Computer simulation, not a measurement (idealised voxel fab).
Herein follows the process module entitled voxel transistor to metal.
Cross-sectional view cut (width: 160 nm; square cell size: 5 nm).
Cross-sections here: square-cell grids, written as top-down lists of bands, a band being one or more rows of cells.
Basically the band line says how high the top is and how high the bottom is, in nm, and then what's in it from left to right, every material with its width in nm. Empty space shows up as "empty", and if a single material carries "everywhere" it runs the full band edge to edge.
Basically, 0 is our baseline, since under it the wafer straight out of the box is all one material. The bottom band has no lower end and keeps on going down, so it looks like "0..down".
Width "30 to 40": first value at the band's top row of cells, second value at its bottom row, equal change from row to row.
"remained unchanged" (step): cross-section cells unchanged, all of them.
This entry, "Listed closed voids", enumerates those empty regions of no fewer than 8 cells that possess no open connection to the top. Each region is reported in the form width x height at distance, the distance being taken from the left edge, with all three quantities expressed in nm.
Note: text after step settings on the step line = simulator remark on that step.
overlay nm: mask right of planned place by this much (step with mask). Neg. = left.
### Process steps foreseen in the plan
- 1: RECEIVE (material Si)
- 2: CONFORMAL_DEP (material SiO2; thk nm 5)
- 3: CONFORMAL_DEP (material SiN; thk nm 10)
- 4: PATTERN (tone cover; mask id ACTIVE; material resist; width nm 125; thk nm 20; overlay nm 0)
- 5: DIRECTIONAL_ETCH (etch materials SiN; depth nm 10)
- 6: DIRECTIONAL_ETCH (etch materials SiO2; depth nm 5)
- 7: DIRECTIONAL_ETCH (etch materials Si; depth nm 35)
- 8: STRIP (etch materials resist)
- 9: FILL_DEP (material SiO2; thk nm 15)
- 10: CMP (height nm 15)
- 11: SELECTIVE_ETCH (etch materials SiO2; depth nm 5)
- 12: STRIP (etch materials SiN)
- 13: SELECTIVE_ETCH (etch materials SiO2; depth nm 5)
- 14: OXIDIZE (depth nm 5)
- 15: DIRECTIONAL_DEP (material polySi; thk nm 20)
- 16: DIRECTIONAL_DEP (material SiCN; thk nm 10)
- 17: PATTERN (tone cover; mask id GATE; material resist; width nm 35; thk nm 15; overlay nm 0)
- 18: DIRECTIONAL_ETCH (etch materials SiCN; depth nm 20)
- 19: DIRECTIONAL_ETCH (etch materials polySi; depth nm 30)
- 20: STRIP (etch materials resist)
- 21: CONFORMAL_DEP (material SiO2; thk nm 5)
- 22: DIRECTIONAL_ETCH (etch materials SiO2; depth nm 5)
- 23: CONFORMAL_DEP (material SiN; thk nm 5)
- 24: DIRECTIONAL_ETCH (etch materials SiN; depth nm 5)
- 25: DIRECTIONAL_ETCH (etch materials SiO2; depth nm 5)
- 26: DIRECTIONAL_ETCH (etch materials Si; depth nm 5)
- 27: EPI (material SiGe; thk nm 5)
- 28: FILL_DEP (material SiO2; thk nm 5)
- 29: CMP (height nm 20)
- 30: STRIP (etch materials polySi)
- 31: SELECTIVE_ETCH (etch materials SiO2; depth nm 5)
- 32: CONFORMAL_DEP (material HfO2; thk nm 5)
- 33: CONFORMAL_DEP (material TiN; thk nm 5)
- 34: FILL_DEP (material W; thk nm 5)
- 35: CMP (height nm 15)
- 36: DIRECTIONAL_DEP (material SiO2; thk nm 15)
- 37: MASKED_ETCH (tone open; mask id CONTACT; width nm 20; pitch nm 85; etch materials SiO2; depth nm 35; overlay nm 0)
- 38: CONFORMAL_DEP (material TiN; thk nm 5)
- 39: FILL_DEP (material Ru; thk nm 5)
- 40: CMP (height nm 30)
- 41: CONFORMAL_DEP (material SiN; thk nm 5)
- 42: DIRECTIONAL_DEP (material lowk; thk nm 20)
- 43: PATTERN (tone open; mask id METAL_1; material resist; width nm 20; pitch nm 85; thk nm 20; overlay nm 0)
- 44: DIRECTIONAL_ETCH (etch materials lowk; depth nm 20)
- 45: DIRECTIONAL_ETCH (etch materials SiN; depth nm 5)
- 46: STRIP (etch materials resist)
- 47: CONFORMAL_DEP (material TiN; thk nm 5)
- 48: FILL_DEP (material Ru; thk nm 5)
- 49: CMP (height nm 55)
- 50: CONFORMAL_DEP (material SiCN; thk nm 5)
- 51: DIRECTIONAL_DEP (material SiO2; thk nm 30)
- 52: PATTERN (tone open; mask id METAL_2_HOLES; material resist; width nm 15; pitch nm 85; thk nm 20; overlay nm 0)
- 53: DIRECTIONAL_ETCH (etch materials SiO2; depth nm 30)
- 54: STRIP (etch materials resist)
- 55: PATTERN (tone open; mask id METAL_2; material resist; width nm 20; pitch nm 85; thk nm 15; overlay nm 0)
- 56: DIRECTIONAL_ETCH (etch materials SiO2; depth nm 15)
- 57: DIRECTIONAL_ETCH (etch materials SiCN; depth nm 5)
- 58: STRIP (etch materials resist)
- 59: CONFORMAL_DEP (material TiN; thk nm 5)
- 60: FILL_DEP (material Cu; thk nm 10)
- 61: CMP (height nm 90)
- 62: CONFORMAL_DEP (material SiN; thk nm 5)
### Run as planned: first of two wafers
### Cross-section of the wafer at receipt, which is the condition after step 1
    0..down  Si everywhere
    Listed closed voids: none
### You're looking at a cross-section of the wafer after step 2
    5..0  SiO2 everywhere
    below 0: unchanged
### You're looking at a cross-section of the wafer after step 3
    15..5  SiN everywhere
    below 5: unchanged
### You're looking at a cross-section of the wafer after step 4
    35..15  empty (15); resist (125); empty (20)
    below 15: unchanged
### You're looking at a cross-section of the wafer after step 5
    35..15  empty (15); resist (125); empty (20)
    15..5  empty (15); SiN (125); empty (20)
    below 5: unchanged
### You're looking at a cross-section of the wafer after step 6
    35..15  empty (15); resist (125); empty (20)
    15..5  empty (15); SiN (125); empty (20)
    5..0  empty (15); SiO2 (125); empty (20)
    below 0: unchanged
### You're looking at a cross-section of the wafer after step 7
    35..15  empty (15); resist (125); empty (20)
    15..5  empty (15); SiN (125); empty (20)
    5..0  empty (15); SiO2 (125); empty (20)
    0..-35  empty (15); Si (125); empty (20)
    below -35: unchanged
### You're looking at a cross-section of the wafer after step 8
    15..5  empty (15); SiN (125); empty (20)
    below 5: unchanged
### You're looking at a cross-section of the wafer after step 9
    30..15  SiO2 everywhere
    15..5  SiO2 (15); SiN (125); SiO2 (20)
    5..0  SiO2 everywhere
    0..-35  SiO2 (15); Si (125); SiO2 (20)
    below -35: unchanged
### You're looking at a cross-section of the wafer after step 10
    15..5  SiO2 (15); SiN (125); SiO2 (20)
    below 5: unchanged
### You're looking at a cross-section of the wafer after step 11
    15..10  empty (15); SiN (125); empty (20)
    below 10: unchanged
### You're looking at a cross-section of the wafer after step 12
    10..5  SiO2 (15); empty (125); SiO2 (20)
    below 5: unchanged
### You're looking at a cross-section of the wafer after step 13
    5..0  SiO2 (10); empty (135); SiO2 (15)
    below 0: unchanged
### You're looking at a cross-section of the wafer after step 14
    5..0  SiO2 (10); empty (135); SiO2 (15)
    0..-5  SiO2 everywhere
    below -5: unchanged
### You're looking at a cross-section of the wafer after step 15
    25..20  polySi (10); empty (135); polySi (15)
    20..5  polySi everywhere
    5..0  SiO2 (10); polySi (135); SiO2 (15)
    below 0: unchanged
### You're looking at a cross-section of the wafer after step 16
    35..30  SiCN (10); empty (135); SiCN (15)
    30..25  SiCN everywhere
    25..20  polySi (10); SiCN (135); polySi (15)
    below 20: unchanged
### You're looking at a cross-section of the wafer after step 17
    50..35  empty (60); resist (35); empty (65)
    35..30  SiCN (10); empty (50); resist (35); empty (50); SiCN (15)
    below 30: unchanged
### You're looking at a cross-section of the wafer after step 18
    50..30  empty (60); resist (35); empty (65)
    30..25  empty (60); SiCN (35); empty (65)
    25..20  polySi (10); empty (50); SiCN (35); empty (50); polySi (15)
    below 20: unchanged
### You're looking at a cross-section of the wafer after step 19
    50..30  empty (60); resist (35); empty (65)
    30..20  empty (60); SiCN (35); empty (65)
    20..5  empty (60); polySi (35); empty (65)
    5..0  SiO2 (10); empty (50); polySi (35); empty (50); SiO2 (15)
    below 0: unchanged
### You're looking at a cross-section of the wafer after step 20
    30..20  empty (60); SiCN (35); empty (65)
    below 20: unchanged
### You're looking at a cross-section of the wafer after step 21
    35..30  empty (55); SiO2 (45); empty (60)
    30..20  empty (55); SiO2 (5); SiCN (35); SiO2 (5); empty (60)
    20..10  empty (55); SiO2 (5); polySi (35); SiO2 (5); empty (60)
    10..5  SiO2 (15); empty (40); SiO2 (5); polySi (35); SiO2 (5); empty (40); SiO2 (20)
    5..0  SiO2 (60); polySi (35); SiO2 (65)
    below 0: unchanged
### You're looking at a cross-section of the wafer after step 22
    30..20  empty (55); SiO2 (5); SiCN (35); SiO2 (5); empty (60)
    20..5  empty (55); SiO2 (5); polySi (35); SiO2 (5); empty (60)
    5..0  SiO2 (15); empty (40); SiO2 (5); polySi (35); SiO2 (5); empty (40); SiO2 (20)
    below 0: unchanged
### You're looking at a cross-section of the wafer after step 23
    35..30  empty (50); SiN (55); empty (55)
    30..20  empty (50); SiN (5); SiO2 (5); SiCN (35); SiO2 (5); SiN (5); empty (55)
    20..10  empty (50); SiN (5); SiO2 (5); polySi (35); SiO2 (5); SiN (5); empty (55)
    10..5  SiN (20); empty (30); SiN (5); SiO2 (5); polySi (35); SiO2 (5); SiN (5); empty (30); SiN (25)
    5..0  SiO2 (15); SiN (40); SiO2 (5); polySi (35); SiO2 (5); SiN (40); SiO2 (20)
    below 0: unchanged
### You're looking at a cross-section of the wafer after step 24
    30..20  empty (50); SiN (5); SiO2 (5); SiCN (35); SiO2 (5); SiN (5); empty (55)
    20..5  empty (50); SiN (5); SiO2 (5); polySi (35); SiO2 (5); SiN (5); empty (55)
    5..0  SiO2 (15); SiN (5); empty (30); SiN (5); SiO2 (5); polySi (35); SiO2 (5); SiN (5); empty (30); SiN (5); SiO2 (20)
    below 0: unchanged
### You're looking at a cross-section of the wafer after step 25
    30..25  empty (50); SiN (5); empty (5); SiCN (35); empty (5); SiN (5); empty (55)
    25..20  empty (50); SiN (5); SiO2 (5); SiCN (35); SiO2 (5); SiN (5); empty (55)
    20..5  empty (50); SiN (5); SiO2 (5); polySi (35); SiO2 (5); SiN (5); empty (55)
    5..0  empty (15); SiN (5); empty (30); SiN (5); SiO2 (5); polySi (35); SiO2 (5); SiN (5); empty (30); SiN (5); empty (20)
    0..-5  SiO2 (20); empty (30); SiO2 (55); empty (30); SiO2 (25)
    below -5: unchanged
### You're looking at a cross-section of the wafer after step 26
    30..25  empty (50); SiN (5); empty (5); SiCN (35); empty (5); SiN (5); empty (55)
    25..20  empty (50); SiN (5); SiO2 (5); SiCN (35); SiO2 (5); SiN (5); empty (55)
    20..5  empty (50); SiN (5); SiO2 (5); polySi (35); SiO2 (5); SiN (5); empty (55)
    5..0  empty (15); SiN (5); empty (30); SiN (5); SiO2 (5); polySi (35); SiO2 (5); SiN (5); empty (30); SiN (5); empty (20)
    0..-5  SiO2 (20); empty (30); SiO2 (55); empty (30); SiO2 (25)
    -5..-10  SiO2 (15); Si (5); empty (30); Si (55); empty (30); Si (5); SiO2 (20)
    below -10: unchanged
### You're looking at a cross-section of the wafer after step 27
    30..25  empty (50); SiN (5); empty (5); SiCN (35); empty (5); SiN (5); empty (55)
    25..20  empty (50); SiN (5); SiO2 (5); SiCN (35); SiO2 (5); SiN (5); empty (55)
    20..5  empty (50); SiN (5); SiO2 (5); polySi (35); SiO2 (5); SiN (5); empty (55)
    5..0  empty (15); SiN (5); empty (30); SiN (5); SiO2 (5); polySi (35); SiO2 (5); SiN (5); empty (30); SiN (5); empty (20)
    0..-5  SiO2 (20); SiGe (5); empty (20); SiGe (5); SiO2 (55); SiGe (5); empty (20); SiGe (5); SiO2 (25)
    -5..-10  SiO2 (15); Si (5); SiGe (30); Si (55); SiGe (30); Si (5); SiO2 (20)
    below -10: unchanged
### You're looking at a cross-section of the wafer after step 28
    35..30  SiO2 everywhere
    30..20  SiO2 (50); SiN (5); SiO2 (5); SiCN (35); SiO2 (5); SiN (5); SiO2 (55)
    20..5  SiO2 (50); SiN (5); SiO2 (5); polySi (35); SiO2 (5); SiN (5); SiO2 (55)
    5..0  SiO2 (15); SiN (5); SiO2 (30); SiN (5); SiO2 (5); polySi (35); SiO2 (5); SiN (5); SiO2 (30); SiN (5); SiO2 (20)
    0..-5  SiO2 (20); SiGe (5); SiO2 (20); SiGe (5); SiO2 (55); SiGe (5); SiO2 (20); SiGe (5); SiO2 (25)
    below -5: unchanged
### You're looking at a cross-section of the wafer after step 29
    20..5  SiO2 (50); SiN (5); SiO2 (5); polySi (35); SiO2 (5); SiN (5); SiO2 (55)
    below 5: unchanged
### You're looking at a cross-section of the wafer after step 30
    20..5  SiO2 (50); SiN (5); SiO2 (5); empty (35); SiO2 (5); SiN (5); SiO2 (55)
    5..0  SiO2 (15); SiN (5); SiO2 (30); SiN (5); SiO2 (5); empty (35); SiO2 (5); SiN (5); SiO2 (30); SiN (5); SiO2 (20)
    below 0: unchanged
### You're looking at a cross-section of the wafer after step 31
    20..15  empty (50); SiN (5); empty (45); SiN (5); empty (55)
    15..5  SiO2 (50); SiN (5); empty (45); SiN (5); SiO2 (55)
    5..0  SiO2 (15); SiN (5); SiO2 (30); SiN (5); empty (45); SiN (5); SiO2 (30); SiN (5); SiO2 (20)
    0..-5  SiO2 (20); SiGe (5); SiO2 (20); SiGe (5); SiO2 (5); empty (45); SiO2 (5); SiGe (5); SiO2 (20); SiGe (5); SiO2 (25)
    below -5: unchanged
### You're looking at a cross-section of the wafer after step 32
    25..20  empty (45); HfO2 (15); empty (35); HfO2 (15); empty (50)
    20..15  HfO2 (50); SiN (5); HfO2 (5); empty (35); HfO2 (5); SiN (5); HfO2 (55)
    15..5  SiO2 (50); SiN (5); HfO2 (5); empty (35); HfO2 (5); SiN (5); SiO2 (55)
    5..0  SiO2 (15); SiN (5); SiO2 (30); SiN (5); HfO2 (5); empty (35); HfO2 (5); SiN (5); SiO2 (30); SiN (5); SiO2 (20)
    0..-5  SiO2 (20); SiGe (5); SiO2 (20); SiGe (5); SiO2 (5); HfO2 (45); SiO2 (5); SiGe (5); SiO2 (20); SiGe (5); SiO2 (25)
    below -5: unchanged
### You're looking at a cross-section of the wafer after step 33
    30..25  empty (40); TiN (25); empty (25); TiN (25); empty (45)
    25..20  TiN (45); HfO2 (15); TiN (5); empty (25); TiN (5); HfO2 (15); TiN (50)
    20..15  HfO2 (50); SiN (5); HfO2 (5); TiN (5); empty (25); TiN (5); HfO2 (5); SiN (5); HfO2 (55)
    15..5  SiO2 (50); SiN (5); HfO2 (5); TiN (5); empty (25); TiN (5); HfO2 (5); SiN (5); SiO2 (55)
    5..0  SiO2 (15); SiN (5); SiO2 (30); SiN (5); HfO2 (5); TiN (35); HfO2 (5); SiN (5); SiO2 (30); SiN (5); SiO2 (20)
    below 0: unchanged
### You're looking at a cross-section of the wafer after step 34
    35..30  W everywhere
    30..25  W (40); TiN (25); W (25); TiN (25); W (45)
    25..20  TiN (45); HfO2 (15); TiN (5); W (25); TiN (5); HfO2 (15); TiN (50)
    20..15  HfO2 (50); SiN (5); HfO2 (5); TiN (5); W (25); TiN (5); HfO2 (5); SiN (5); HfO2 (55)
    15..5  SiO2 (50); SiN (5); HfO2 (5); TiN (5); W (25); TiN (5); HfO2 (5); SiN (5); SiO2 (55)
    below 5: unchanged
### You're looking at a cross-section of the wafer after step 35
    15..5  SiO2 (50); SiN (5); HfO2 (5); TiN (5); W (25); TiN (5); HfO2 (5); SiN (5); SiO2 (55)
    below 5: unchanged
### You're looking at a cross-section of the wafer after step 36
    30..15  SiO2 everywhere
    below 15: unchanged
### You're looking at a cross-section of the wafer after step 37
    30..15  SiO2 (25); empty (20); SiO2 (65); empty (20); SiO2 (30)
    15..5  SiO2 (25); empty (20); SiO2 (5); SiN (5); HfO2 (5); TiN (5); W (25); TiN (5); HfO2 (5); SiN (5); SiO2 (5); empty (20); SiO2 (30)
    5..0  SiO2 (15); SiN (5); SiO2 (5); empty (20); SiO2 (5); SiN (5); HfO2 (5); TiN (35); HfO2 (5); SiN (5); SiO2 (5); empty (20); SiO2 (5); SiN (5); SiO2 (20)
    0..-5  SiO2 (20); SiGe (5); empty (20); SiGe (5); SiO2 (5); HfO2 (45); SiO2 (5); SiGe (5); empty (20); SiGe (5); SiO2 (25)
    below -5: unchanged
### You're looking at a cross-section of the wafer after step 38
    35..30  TiN (30); empty (10); TiN (75); empty (10); TiN (35)
    30..15  SiO2 (25); TiN (5); empty (10); TiN (5); SiO2 (65); TiN (5); empty (10); TiN (5); SiO2 (30)
    15..5  SiO2 (25); TiN (5); empty (10); TiN (5); SiO2 (5); SiN (5); HfO2 (5); TiN (5); W (25); TiN (5); HfO2 (5); SiN (5); SiO2 (5); TiN (5); empty (10); TiN (5); SiO2 (30)
    5..0  SiO2 (15); SiN (5); SiO2 (5); TiN (5); empty (10); TiN (5); SiO2 (5); SiN (5); HfO2 (5); TiN (35); HfO2 (5); SiN (5); SiO2 (5); TiN (5); empty (10); TiN (5); SiO2 (5); SiN (5); SiO2 (20)
    0..-5  SiO2 (20); SiGe (5); TiN (20); SiGe (5); SiO2 (5); HfO2 (45); SiO2 (5); SiGe (5); TiN (20); SiGe (5); SiO2 (25)
    below -5: unchanged
### You're looking at a cross-section of the wafer after step 39
    40..35  Ru everywhere
    35..30  TiN (30); Ru (10); TiN (75); Ru (10); TiN (35)
    30..15  SiO2 (25); TiN (5); Ru (10); TiN (5); SiO2 (65); TiN (5); Ru (10); TiN (5); SiO2 (30)
    15..5  SiO2 (25); TiN (5); Ru (10); TiN (5); SiO2 (5); SiN (5); HfO2 (5); TiN (5); W (25); TiN (5); HfO2 (5); SiN (5); SiO2 (5); TiN (5); Ru (10); TiN (5); SiO2 (30)
    5..0  SiO2 (15); SiN (5); SiO2 (5); TiN (5); Ru (10); TiN (5); SiO2 (5); SiN (5); HfO2 (5); TiN (35); HfO2 (5); SiN (5); SiO2 (5); TiN (5); Ru (10); TiN (5); SiO2 (5); SiN (5); SiO2 (20)
    below 0: unchanged
### You're looking at a cross-section of the wafer after step 40
    30..15  SiO2 (25); TiN (5); Ru (10); TiN (5); SiO2 (65); TiN (5); Ru (10); TiN (5); SiO2 (30)
    below 15: unchanged
### You're looking at a cross-section of the wafer after step 41
    35..30  SiN everywhere
    below 30: unchanged
### You're looking at a cross-section of the wafer after step 42
    55..35  lowk everywhere
    below 35: unchanged
### You're looking at a cross-section of the wafer after step 43
    75..55  resist (25); empty (20); resist (65); empty (20); resist (30)
    below 55: unchanged
### You're looking at a cross-section of the wafer after step 44
    75..55  resist (25); empty (20); resist (65); empty (20); resist (30)
    55..35  lowk (25); empty (20); lowk (65); empty (20); lowk (30)
    below 35: unchanged
### You're looking at a cross-section of the wafer after step 45
    75..55  resist (25); empty (20); resist (65); empty (20); resist (30)
    55..35  lowk (25); empty (20); lowk (65); empty (20); lowk (30)
    35..30  SiN (25); empty (20); SiN (65); empty (20); SiN (30)
    below 30: unchanged
### You're looking at a cross-section of the wafer after step 46
    55..35  lowk (25); empty (20); lowk (65); empty (20); lowk (30)
    below 35: unchanged
### You're looking at a cross-section of the wafer after step 47
    60..55  TiN (30); empty (10); TiN (75); empty (10); TiN (35)
    55..35  lowk (25); TiN (5); empty (10); TiN (5); lowk (65); TiN (5); empty (10); TiN (5); lowk (30)
    35..30  SiN (25); TiN (20); SiN (65); TiN (20); SiN (30)
    below 30: unchanged
### You're looking at a cross-section of the wafer after step 48
    65..60  Ru everywhere
    60..55  TiN (30); Ru (10); TiN (75); Ru (10); TiN (35)
    55..35  lowk (25); TiN (5); Ru (10); TiN (5); lowk (65); TiN (5); Ru (10); TiN (5); lowk (30)
    below 35: unchanged
### You're looking at a cross-section of the wafer after step 49
    55..35  lowk (25); TiN (5); Ru (10); TiN (5); lowk (65); TiN (5); Ru (10); TiN (5); lowk (30)
    below 35: unchanged
### You're looking at a cross-section of the wafer after step 50
    60..55  SiCN everywhere
    below 55: unchanged
### You're looking at a cross-section of the wafer after step 51
    90..60  SiO2 everywhere
    below 60: unchanged
### You're looking at a cross-section of the wafer after step 52
    110..90  resist (25); empty (15); resist (70); empty (15); resist (35)
    below 90: unchanged
### You're looking at a cross-section of the wafer after step 53
    110..90  resist (25); empty (15); resist (70); empty (15); resist (35)
    90..60  SiO2 (25); empty (15); SiO2 (70); empty (15); SiO2 (35)
    below 60: unchanged
### You're looking at a cross-section of the wafer after step 54
    90..60  SiO2 (25); empty (15); SiO2 (70); empty (15); SiO2 (35)
    below 60: unchanged
### You're looking at a cross-section of the wafer after step 55
    105..90  resist (25); empty (20); resist (65); empty (20); resist (30)
    below 90: unchanged
### You're looking at a cross-section of the wafer after step 56
    105..90  resist (25); empty (20); resist (65); empty (20); resist (30)
    90..75  SiO2 (25); empty (20); SiO2 (65); empty (20); SiO2 (30)
    below 75: unchanged
### You're looking at a cross-section of the wafer after step 57
    105..90  resist (25); empty (20); resist (65); empty (20); resist (30)
    90..75  SiO2 (25); empty (20); SiO2 (65); empty (20); SiO2 (30)
    75..60  SiO2 (25); empty (15); SiO2 (70); empty (15); SiO2 (35)
    60..55  SiCN (25); empty (15); SiCN (70); empty (15); SiCN (35)
    below 55: unchanged
### You're looking at a cross-section of the wafer after step 58
    90..75  SiO2 (25); empty (20); SiO2 (65); empty (20); SiO2 (30)
    below 75: unchanged
### You're looking at a cross-section of the wafer after step 59
    95..90  TiN (30); empty (10); TiN (75); empty (10); TiN (35)
    90..80  SiO2 (25); TiN (5); empty (10); TiN (5); SiO2 (65); TiN (5); empty (10); TiN (5); SiO2 (30)
    80..75  SiO2 (25); TiN (5); empty (5); TiN (10); SiO2 (65); TiN (5); empty (5); TiN (10); SiO2 (30)
    75..60  SiO2 (25); TiN (5); empty (5); TiN (5); SiO2 (70); TiN (5); empty (5); TiN (5); SiO2 (35)
    60..55  SiCN (25); TiN (15); SiCN (70); TiN (15); SiCN (35)
    below 55: unchanged
### You're looking at a cross-section of the wafer after step 60
    105..95  Cu everywhere
    95..90  TiN (30); Cu (10); TiN (75); Cu (10); TiN (35)
    90..80  SiO2 (25); TiN (5); Cu (10); TiN (5); SiO2 (65); TiN (5); Cu (10); TiN (5); SiO2 (30)
    80..75  SiO2 (25); TiN (5); Cu (5); TiN (10); SiO2 (65); TiN (5); Cu (5); TiN (10); SiO2 (30)
    75..60  SiO2 (25); TiN (5); Cu (5); TiN (5); SiO2 (70); TiN (5); Cu (5); TiN (5); SiO2 (35)
    below 60: unchanged
### You're looking at a cross-section of the wafer after step 61
    90..80  SiO2 (25); TiN (5); Cu (10); TiN (5); SiO2 (65); TiN (5); Cu (10); TiN (5); SiO2 (30)
    below 80: unchanged
### You're looking at a cross-section of the wafer after step 62
    95..90  SiN everywhere
    below 90: unchanged
### Notes, second wafer: start = first wafer's, plan = first wafer's, execution had one mistake; history identical to first through step 42
### Cross-section, second wafer, at the end time the plan gives for step 43
    75..55  resist (15); empty (20); resist (65); empty (20); resist (40)
    below 55: unchanged
### Cross-section, second wafer, at the end time the plan gives for step 44
    75..55  resist (15); empty (20); resist (65); empty (20); resist (40)
    55..35  lowk (15); empty (20); lowk (65); empty (20); lowk (40)
    below 35: unchanged
### Cross-section, second wafer, at the end time the plan gives for step 45
    75..55  resist (15); empty (20); resist (65); empty (20); resist (40)
    55..35  lowk (15); empty (20); lowk (65); empty (20); lowk (40)
    35..30  SiN (15); empty (20); SiN (65); empty (20); SiN (40)
    below 30: unchanged
### Cross-section, second wafer, at the end time the plan gives for step 46
    55..35  lowk (15); empty (20); lowk (65); empty (20); lowk (40)
    below 35: unchanged
### Cross-section, second wafer, at the end time the plan gives for step 47
    60..55  TiN (20); empty (10); TiN (75); empty (10); TiN (45)
    55..35  lowk (15); TiN (5); empty (10); TiN (5); lowk (65); TiN (5); empty (10); TiN (5); lowk (40)
    35..30  SiN (15); TiN (20); SiN (65); TiN (20); SiN (40)
    below 30: unchanged
### Cross-section, second wafer, at the end time the plan gives for step 48
    65..60  Ru everywhere
    60..55  TiN (20); Ru (10); TiN (75); Ru (10); TiN (45)
    55..35  lowk (15); TiN (5); Ru (10); TiN (5); lowk (65); TiN (5); Ru (10); TiN (5); lowk (40)
    below 35: unchanged
### Cross-section, second wafer, at the end time the plan gives for step 49
    55..35  lowk (15); TiN (5); Ru (10); TiN (5); lowk (65); TiN (5); Ru (10); TiN (5); lowk (40)
    below 35: unchanged
### Cross-section, second wafer, at the end time the plan gives for step 50
    60..55  SiCN everywhere
    below 55: unchanged
### Cross-section, second wafer, at the end time the plan gives for step 51
    90..60  SiO2 everywhere
    below 60: unchanged
### Cross-section, second wafer, at the end time the plan gives for step 52
    110..90  resist (25); empty (15); resist (70); empty (15); resist (35)
    below 90: unchanged
### Cross-section, second wafer, at the end time the plan gives for step 53
    110..90  resist (25); empty (15); resist (70); empty (15); resist (35)
    90..60  SiO2 (25); empty (15); SiO2 (70); empty (15); SiO2 (35)
    below 60: unchanged
### Cross-section, second wafer, at the end time the plan gives for step 54
    90..60  SiO2 (25); empty (15); SiO2 (70); empty (15); SiO2 (35)
    below 60: unchanged
### Cross-section, second wafer, at the end time the plan gives for step 55
    105..90  resist (25); empty (20); resist (65); empty (20); resist (30)
    below 90: unchanged
### Cross-section, second wafer, at the end time the plan gives for step 56
    105..90  resist (25); empty (20); resist (65); empty (20); resist (30)
    90..75  SiO2 (25); empty (20); SiO2 (65); empty (20); SiO2 (30)
    below 75: unchanged
### Cross-section, second wafer, at the end time the plan gives for step 57
    105..90  resist (25); empty (20); resist (65); empty (20); resist (30)
    90..75  SiO2 (25); empty (20); SiO2 (65); empty (20); SiO2 (30)
    75..60  SiO2 (25); empty (15); SiO2 (70); empty (15); SiO2 (35)
    60..55  SiCN (25); empty (15); SiCN (70); empty (15); SiCN (35)
    below 55: unchanged
### Cross-section, second wafer, at the end time the plan gives for step 58
    90..75  SiO2 (25); empty (20); SiO2 (65); empty (20); SiO2 (30)
    below 75: unchanged
### Cross-section, second wafer, at the end time the plan gives for step 59
    95..90  TiN (30); empty (10); TiN (75); empty (10); TiN (35)
    90..80  SiO2 (25); TiN (5); empty (10); TiN (5); SiO2 (65); TiN (5); empty (10); TiN (5); SiO2 (30)
    80..75  SiO2 (25); TiN (5); empty (5); TiN (10); SiO2 (65); TiN (5); empty (5); TiN (10); SiO2 (30)
    75..60  SiO2 (25); TiN (5); empty (5); TiN (5); SiO2 (70); TiN (5); empty (5); TiN (5); SiO2 (35)
    60..55  SiCN (25); TiN (15); SiCN (70); TiN (15); SiCN (35)
    below 55: unchanged
### Cross-section, second wafer, at the end time the plan gives for step 60
    105..95  Cu everywhere
    95..90  TiN (30); Cu (10); TiN (75); Cu (10); TiN (35)
    90..80  SiO2 (25); TiN (5); Cu (10); TiN (5); SiO2 (65); TiN (5); Cu (10); TiN (5); SiO2 (30)
    80..75  SiO2 (25); TiN (5); Cu (5); TiN (10); SiO2 (65); TiN (5); Cu (5); TiN (10); SiO2 (30)
    75..60  SiO2 (25); TiN (5); Cu (5); TiN (5); SiO2 (70); TiN (5); Cu (5); TiN (5); SiO2 (35)
    below 60: unchanged
### Cross-section, second wafer, at the end time the plan gives for step 61
    90..80  SiO2 (25); TiN (5); Cu (10); TiN (5); SiO2 (65); TiN (5); Cu (10); TiN (5); SiO2 (30)
    below 80: unchanged
### Cross-section, second wafer, at the end time the plan gives for step 62
    95..90  SiN everywhere
    below 90: unchanged
Here's what went sideways: step 43 was not run as planned; what actually ran was PATTERN (tone open; mask id METAL_1; material resist; width nm 20; pitch nm 85; thk nm 20; overlay nm -10)
In the final comparison it is observed that the number of cells assigned to each material is identical for the two wafers, whereas their placement is not.
